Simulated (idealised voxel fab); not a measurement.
process module | voxel plated lines
cross-section cut | 265 nm wide | cells 5 nm
A cross-section is a grid of square cells, given in bands from the top down. A band is one or more rows of cells.
Each band's line starts with the height of the band's top and of its bottom, in nm. Then come its materials from left to right, each with its width in nm. One material with "throughout" fills the band from edge to edge. "air" is empty space.
Height 0 is the level under which the wafer as received is all one material. The lowest band goes on downwards, as in "0 down".
A width such as "30 to 40" changes by the same amount from each row of cells to the next, from the band's top row to its bottom row.
"no change" after a step means that no cell of the cross-section changed.
closed voids: empty space of 8 cells or more with no open way to the top, each as width x height at its distance from the left edge, in nm
after a step's settings: what the simulator itself notes on the step
overlay nm, on a step with a mask: how far to the right of its planned place the mask lay; to the left if negative
plan
1 op RECEIVE | material Si
2 op CONFORMAL_DEP | material SiO2 | thk nm 10
3 op DIRECTIONAL_DEP | material TiN | thk nm 5
4 op PATTERN | tone open | mask id LINES | material resist | width nm 20 | pitch nm 50 | thk nm 35 | overlay nm 0
5 op EPI | material Ru | thk nm 10
6 op EPI | material Ru | thk nm 10
7 op EPI | material Ru | thk nm 10
8 op STRIP | etch materials resist
9 op DIRECTIONAL_ETCH | etch materials TiN | depth nm 5
10 op CONFORMAL_DEP | material SiCN | thk nm 5
varied across the wafers: width nm of step 4. The plan shows the first wafer's value. All wafers start alike
first wafer as received, after step 1
  0 down: Si throughout
  closed voids: none
first wafer at the end, after step 10
  50 to 45: air 40 | SiCN 30 | air 20 | SiCN 30 | air 20 | SiCN 30 | air 20 | SiCN 30 | air 45
  45 to 15: air 40 | SiCN 5 | Ru 20 | SiCN 5 | air 20 | SiCN 5 | Ru 20 | SiCN 5 | air 20 | SiCN 5 | Ru 20 | SiCN 5 | air 20 | SiCN 5 | Ru 20 | SiCN 5 | air 45
  15 to 10: SiCN 45 | TiN 20 | SiCN 30 | TiN 20 | SiCN 30 | TiN 20 | SiCN 30 | TiN 20 | SiCN 50
  10 to 0: SiO2 throughout
  0 down: Si throughout
  closed voids: none
last wafer at the end
  50 to 45: air 35 | SiCN 45 | air 5 | SiCN 45 | air 5 | SiCN 45 | air 5 | SiCN 45 | air 35
  45 to 15: air 35 | SiCN 5 | Ru 35 | SiCN 5 | air 5 | SiCN 5 | Ru 35 | SiCN 5 | air 5 | SiCN 5 | Ru 35 | SiCN 5 | air 5 | SiCN 5 | Ru 35 | SiCN 5 | air 35
  15 to 10: SiCN 40 | TiN 35 | SiCN 15 | TiN 35 | SiCN 15 | TiN 35 | SiCN 15 | TiN 35 | SiCN 40
  10 to 0: SiO2 throughout
  0 down: Si throughout
  closed voids: none
each wafer at the end: cells of each material gained (+) or lost (-) since it was received, then its closed voids
width nm 20 | +96 Ru | +109 SiCN | +106 SiO2 | +16 TiN | closed voids: none
width nm 25 | +120 Ru | +109 SiCN | +106 SiO2 | +20 TiN | closed voids: none
width nm 30 | +144 Ru | +109 SiCN | +106 SiO2 | +24 TiN | closed voids: none
width nm 35 | +168 Ru | +109 SiCN | +106 SiO2 | +28 TiN | closed voids: none
